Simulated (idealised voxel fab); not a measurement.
Process module in this document: voxel ribs on slabs
Shown is cross-section cut, with a width of 210 nm and square cells of size 5 nm.
When this document writes out a cross-section, it uses a grid of square cells and lists it as bands, beginning at the top and moving down, with a band standing for one or more rows of cells. What a band's entry tells you: where the top is and where the bottom is, as heights in nm, and after that what lies inside, material by material from left to right, each with its width in nm. Empty space is written as the word "blank", and a single material marked with the word "edge to edge" occupies the band from edge to edge. Zero point of the height axis is 0; under it, received wafer = one material. Lowest band: continues down indefinitely, "0..down". Note: "30->40" means the width goes from the first number (top row of the band) to the second number (bottom row) in equal steps per row of cells. The designation "stayed the same", where it is given for a processing step, indicates that no cell of the cross-section was altered in the course of that step. You'll see "Unvented voids" listing empty spaces that have no way open to the top, as long as they're 8 cells or more; the notation is width x height at distance, where the distance is from the left edge, and all of it is in nm. Read whatever lies past the settings on a step's line as the simulator's own remark about the step. Steps that use a mask can have "overlay nm" on their line. It says how far the mask sat to the right of where it was meant to be. Negative means to the left.
-- Below is the list of planned process steps
1. RECEIVE | material Si
2. DIRECTIONAL_DEP | material SiO2 | thk nm 25
3. DIRECTIONAL_DEP | material SiN | thk nm 25
4. DIRECTIONAL_DEP | material aC | thk nm 10
5. PATTERN | tone cover | mask id RIB | material resist | width nm 15 | thk nm 25 | overlay nm 0
6. DIRECTIONAL_ETCH | etch materials aC | depth nm 10
7. STRIP | etch materials resist
8. DIRECTIONAL_ETCH | etch materials SiN | depth nm 20
9. STRIP | etch materials aC
10. PATTERN | tone cover | mask id SLAB | material resist | width nm 45 | thk nm 15 | overlay nm -15
11. DIRECTIONAL_ETCH | etch materials SiN | depth nm 5
12. STRIP | etch materials resist
13. FILL_DEP | material SiO2 | thk nm 20
14. CMP | height nm 60
15. DIRECTIONAL_DEP | material W | thk nm 10
16. MASKED_ETCH | tone cover | mask id HEATER | width nm 25 | etch materials W | depth nm 10 | overlay nm 0
17. CONFORMAL_DEP | material SiO2 | thk nm 5
Don't read the plan's overlay nm for step 10 as applying to every wafer: that's the first wafer's value, and the wafers differ in it, though they all start identical.
-- Cross-section of the first of several wafers as received (after step 1)
- 0..down  Si edge to edge
- Unvented voids: none
-- Tabulated below, wafer by wafer, are the end-of-module results: for each material, the number of cells gained (+) or lost (-) relative to the as-received state, followed by the closed voids
overlay nm -15; +21 SiN; +529 SiO2; +10 W; Unvented voids: none
overlay nm -10; +21 SiN; +529 SiO2; +10 W; Unvented voids: none
overlay nm -5; +21 SiN; +529 SiO2; +10 W; Unvented voids: none
overlay nm 0; +21 SiN; +529 SiO2; +10 W; Unvented voids: none
overlay nm 5; +21 SiN; +529 SiO2; +10 W; Unvented voids: none
overlay nm 10; +21 SiN; +529 SiO2; +10 W; Unvented voids: none
overlay nm 15; +21 SiN; +529 SiO2; +10 W; Unvented voids: none
